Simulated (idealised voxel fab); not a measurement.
process module | voxel self aligned vias
cross-section cut | 265 nm wide | cells 5 nm
A cross-section is a grid of square cells, given in bands from the top down. A band is one or more rows of cells.
Each band's line starts with the height of the band's top and of its bottom, in nm. Then come its materials from left to right, each with its width in nm. One material with "throughout" fills the band from edge to edge. "air" is empty space.
Height 0 is the level under which the wafer as received is all one material. The lowest band goes on downwards, as in "0 down".
A width such as "30 to 40" changes by the same amount from each row of cells to the next, from the band's top row to its bottom row.
"no change" after a step means that no cell of the cross-section changed.
closed voids: empty space of 8 cells or more with no open way to the top, each as width x height at its distance from the left edge, in nm
after a step's settings: what the simulator itself notes on the step
overlay nm, on a step with a mask: how far to the right of its planned place the mask lay; to the left if negative
plan
1 op RECEIVE | material Si
2 op CONFORMAL_DEP | material SiO2 | thk nm 10
3 op CONFORMAL_DEP | material SiCN | thk nm 5
4 op DIRECTIONAL_DEP | material SiO2 | thk nm 20
5 op MASKED_ETCH | tone open | mask id LINES | width nm 20 | pitch nm 60 | etch materials SiO2 | depth nm 20 | overlay nm 0
6 op CONFORMAL_DEP | material TiN | thk nm 5
7 op FILL_DEP | material Ru | thk nm 10
8 op CMP | height nm 35
9 op SELECTIVE_ETCH | etch materials W Ru TiN | depth nm 10
10 op FILL_DEP | material SiN | thk nm 5
11 op CMP | height nm 35
12 op DIRECTIONAL_DEP | material SiO2 | thk nm 20
13 op PATTERN | tone open | mask id VIAS | material resist | width nm 30 | pitch nm 60 | thk nm 20 | overlay nm 0
14 op DIRECTIONAL_ETCH | etch materials SiO2 | depth nm 20
15 op DIRECTIONAL_ETCH | etch materials SiN | depth nm 10
16 op STRIP | etch materials resist
17 op CONFORMAL_DEP | material TiN | thk nm 5
18 op FILL_DEP | material Ru | thk nm 10
19 op CMP | height nm 55
20 op CONFORMAL_DEP | material SiCN | thk nm 5
first wafer, as planned
as received, after step 1
  0 down: Si throughout
  closed voids: none
after step 2
  10 to 0: SiO2 throughout
  below 0: unchanged
after step 3
  15 to 10: SiCN throughout
  below 10: unchanged
after step 4
  35 to 15: SiO2 throughout
  below 15: unchanged
after step 5
  35 to 15: SiO2 90 | air 20 | SiO2 40 | air 20 | SiO2 95
  below 15: unchanged
after step 6
  40 to 35: TiN 95 | air 10 | TiN 50 | air 10 | TiN 100
  35 to 20: SiO2 90 | TiN 5 | air 10 | TiN 5 | SiO2 40 | TiN 5 | air 10 | TiN 5 | SiO2 95
  20 to 15: SiO2 90 | TiN 20 | SiO2 40 | TiN 20 | SiO2 95
  below 15: unchanged
after step 7
  50 to 40: Ru throughout
  40 to 35: TiN 95 | Ru 10 | TiN 50 | Ru 10 | TiN 100
  35 to 20: SiO2 90 | TiN 5 | Ru 10 | TiN 5 | SiO2 40 | TiN 5 | Ru 10 | TiN 5 | SiO2 95
  below 20: unchanged
after step 8
  35 to 20: SiO2 90 | TiN 5 | Ru 10 | TiN 5 | SiO2 40 | TiN 5 | Ru 10 | TiN 5 | SiO2 95
  below 20: unchanged
after step 9
  35 to 25: SiO2 90 | air 20 | SiO2 40 | air 20 | SiO2 95
  below 25: unchanged
after step 10
  40 to 35: SiN throughout
  35 to 25: SiO2 90 | SiN 20 | SiO2 40 | SiN 20 | SiO2 95
  below 25: unchanged
after step 11
  35 to 25: SiO2 90 | SiN 20 | SiO2 40 | SiN 20 | SiO2 95
  below 25: unchanged
after step 12
  55 to 35: SiO2 throughout
  below 35: unchanged
after step 13
  75 to 55: resist 85 | air 30 | resist 30 | air 30 | resist 90
  below 55: unchanged
after step 14
  75 to 55: resist 85 | air 30 | resist 30 | air 30 | resist 90
  55 to 35: SiO2 85 | air 30 | SiO2 30 | air 30 | SiO2 90
  below 35: unchanged
after step 15
  75 to 55: resist 85 | air 30 | resist 30 | air 30 | resist 90
  55 to 35: SiO2 85 | air 30 | SiO2 30 | air 30 | SiO2 90
  35 to 25: SiO2 90 | air 20 | SiO2 40 | air 20 | SiO2 95
  below 25: unchanged
after step 16
  55 to 35: SiO2 85 | air 30 | SiO2 30 | air 30 | SiO2 90
  below 35: unchanged
after step 17
  60 to 55: TiN 90 | air 20 | TiN 40 | air 20 | TiN 95
  55 to 40: SiO2 85 | TiN 5 | air 20 | TiN 5 | SiO2 30 | TiN 5 | air 20 | TiN 5 | SiO2 90
  40 to 30: SiO2 85 to 90 | TiN 10 to 5 | air 10 | TiN 10 to 5 | SiO2 30 to 40 | TiN 10 to 5 | air 10 | TiN 10 to 5 | SiO2 90 to 95
  30 to 25: SiO2 90 | TiN 20 | SiO2 40 | TiN 20 | SiO2 95
  below 25: unchanged
after step 18
  70 to 60: Ru throughout
  60 to 55: TiN 90 | Ru 20 | TiN 40 | Ru 20 | TiN 95
  55 to 40: SiO2 85 | TiN 5 | Ru 20 | TiN 5 | SiO2 30 | TiN 5 | Ru 20 | TiN 5 | SiO2 90
  40 to 30: SiO2 85 to 90 | TiN 10 to 5 | Ru 10 | TiN 10 to 5 | SiO2 30 to 40 | TiN 10 to 5 | Ru 10 | TiN 10 to 5 | SiO2 90 to 95
  below 30: unchanged
after step 19
  55 to 40: SiO2 85 | TiN 5 | Ru 20 | TiN 5 | SiO2 30 | TiN 5 | Ru 20 | TiN 5 | SiO2 90
  below 40: unchanged
after step 20
  60 to 55: SiCN throughout
  below 55: unchanged
second wafer: like start, like plan, one mistake. Through step 12 it matches the first wafer
when step 13 should have ended
  75 to 55: resist 90 | air 25 | resist 35 | air 25 | resist 90
  below 55: unchanged
when step 14 should have ended
  75 to 55: resist 90 | air 25 | resist 35 | air 25 | resist 90
  55 to 35: SiO2 90 | air 25 | SiO2 35 | air 25 | SiO2 90
  below 35: unchanged
when step 15 should have ended
  75 to 55: resist 90 | air 25 | resist 35 | air 25 | resist 90
  55 to 35: SiO2 90 | air 25 | SiO2 35 | air 25 | SiO2 90
  35 to 25: SiO2 90 | air 20 | SiO2 40 | air 20 | SiO2 95
  below 25: unchanged
when step 16 should have ended
  55 to 35: SiO2 90 | air 25 | SiO2 35 | air 25 | SiO2 90
  below 35: unchanged
when step 17 should have ended
  60 to 55: TiN 95 | air 15 | TiN 45 | air 15 | TiN 95
  55 to 40: SiO2 90 | TiN 5 | air 15 | TiN 5 | SiO2 35 | TiN 5 | air 15 | TiN 5 | SiO2 90
  40 to 30: SiO2 90 | TiN 5 | air 10 | TiN 10 to 5 | SiO2 35 to 40 | TiN 5 | air 10 | TiN 10 to 5 | SiO2 90 to 95
  30 to 25: SiO2 90 | TiN 20 | SiO2 40 | TiN 20 | SiO2 95
  below 25: unchanged
when step 18 should have ended
  70 to 60: Ru throughout
  60 to 55: TiN 95 | Ru 15 | TiN 45 | Ru 15 | TiN 95
  55 to 40: SiO2 90 | TiN 5 | Ru 15 | TiN 5 | SiO2 35 | TiN 5 | Ru 15 | TiN 5 | SiO2 90
  40 to 30: SiO2 90 | TiN 5 | Ru 10 | TiN 10 to 5 | SiO2 35 to 40 | TiN 5 | Ru 10 | TiN 10 to 5 | SiO2 90 to 95
  below 30: unchanged
when step 19 should have ended
  55 to 40: SiO2 90 | TiN 5 | Ru 15 | TiN 5 | SiO2 35 | TiN 5 | Ru 15 | TiN 5 | SiO2 90
  below 40: unchanged
when step 20 should have ended
  60 to 55: SiCN throughout
  below 55: unchanged
what went wrong: step 13 ran as: op PATTERN | tone open | mask id VIAS | material resist | width nm 25 | pitch nm 60 | thk nm 20 | overlay nm 0
at the end the second wafer has, in cells: 6 fewer of Ru | 8 more of SiO2 | 2 fewer of TiN
